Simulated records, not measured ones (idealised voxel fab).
Title: Process Module voxel self aligned contacts
Pictured: cross-section cut, 235 nm wide, on a grid of 5 nm square cells.
The cross-sections in this document take the form of a grid made of square cells. They are written out as bands, in order from top to bottom. Each band consists of one or more rows of cells.
Look at the band entry: it leads with the top's height and the bottom's height in nm. Then it lists the materials left to right, with a width in nm for each. The word "edge to edge" on a single material says that material fills the band edge to edge. The word "air" is empty space.
All heights in this document are referenced to 0, defined as the level beneath which the wafer, as received, consists entirely of one material. The lowest band is not bounded below; it extends indefinitely downward and is written in the form "from 0 down".
Width: "30->40" (first number = top row, second number = bottom row, same change from row to row of cells).
Reading "changes: none" for a step: not a cell of the cross-section changed in it.
So "Sealed voids" is basically the list of trapped voids: any empty space of 8 cells or more that can't reach the top through an opening. They're written width x height at distance, the distance being from the left edge, and it's all nm.
Formally, on a step line, whatever follows the settings is a remark that the simulator itself makes on the step.
Steps that use a mask can have "overlay nm" on their line. It says how far the mask sat to the right of where it was meant to be. Negative means to the left.
Planned step list for the process
1: RECEIVE [material Si]
2: CONFORMAL_DEP [material SiO2] [thk nm 5]
3: DIRECTIONAL_DEP [material polySi] [thk nm 20]
4: DIRECTIONAL_DEP [material SiN] [thk nm 20]
5: DIRECTIONAL_DEP [material aC] [thk nm 10]
6: PATTERN [tone cover] [mask id GATE] [material resist] [width nm 35] [pitch nm 75] [thk nm 25] [overlay nm 0]
7: DIRECTIONAL_ETCH [etch materials aC] [depth nm 10]
8: STRIP [etch materials resist]
9: DIRECTIONAL_ETCH [etch materials SiN] [depth nm 20]
10: DIRECTIONAL_ETCH [etch materials polySi] [depth nm 20]
11: STRIP [etch materials aC]
12: CONFORMAL_DEP [material SiN] [thk nm 10]
13: DIRECTIONAL_ETCH [etch materials SiN] [depth nm 10]
14: FILL_DEP [material SiO2] [thk nm 20]
15: CMP [height nm 55]
16: PATTERN [tone open] [mask id CONTACT] [material resist] [width nm 60] [pitch nm 75] [thk nm 15] [overlay nm 0]
17: DIRECTIONAL_ETCH [etch materials SiO2] [depth nm 55]
18: STRIP [etch materials resist]
19: CONFORMAL_DEP [material TiN] [thk nm 5]
20: FILL_DEP [material W] [thk nm 5]
21: CMP [height nm 55]
22: CONFORMAL_DEP [material SiN] [thk nm 5]
Delivered wafer in cross-section: state after step 1
* from 0 down: Si edge to edge
* Sealed voids: none
First of two wafers, end-of-module section, run followed plan
* from 60 to 55: SiN edge to edge
* from 55 to 45: SiO2=50 | TiN=5->25 | W=50->10 | TiN=5->25 | SiO2=15 | TiN=5->25 | W=50->10 | TiN=5->25 | SiO2=50
* from 45 to 25: SiO2=15 | SiN=55 | TiN=5 | W=10 | TiN=5 | SiN=55 | TiN=5 | W=10 | TiN=5 | SiN=55 | SiO2=15
* from 25 to 5: SiO2=15 | SiN=10 | polySi=35 | SiN=10 | TiN=5 | W=10 | TiN=5 | SiN=10 | polySi=35 | SiN=10 | TiN=5 | W=10 | TiN=5 | SiN=10 | polySi=35 | SiN=10 | SiO2=15
* from 5 to 0: SiO2=70 | TiN=20 | SiO2=55 | TiN=20 | SiO2=70
* from 0 down: Si edge to edge
* Sealed voids: none
This cross-section belongs to the second wafer of two at the end of the module; the start and the plan were shared with the first, and the run included one mistake
* from 60 to 55: SiN edge to edge
* from 55 to 50: SiO2=15 | SiN=55 | TiN=5 | W=10 | TiN=5 | SiN=55 | TiN=5 | W=10 | TiN=5 | SiN=55 | SiO2=15
* from 50 to 45: SiO2=15 | SiN=55 | TiN=20 | SiN=55 | TiN=20 | SiN=55 | SiO2=15
* from 45 to 25: SiN edge to edge
* from 25 to 5: polySi edge to edge
* from 5 to 0: SiO2 edge to edge
* from 0 down: Si edge to edge
* Sealed voids: none
Run error: step 4, plan: ran twice
Final wafer comparison in cells, second versus first, more or fewer per material: +74 SiN | -74 SiO2 | -52 TiN | -52 W | +104 polySi
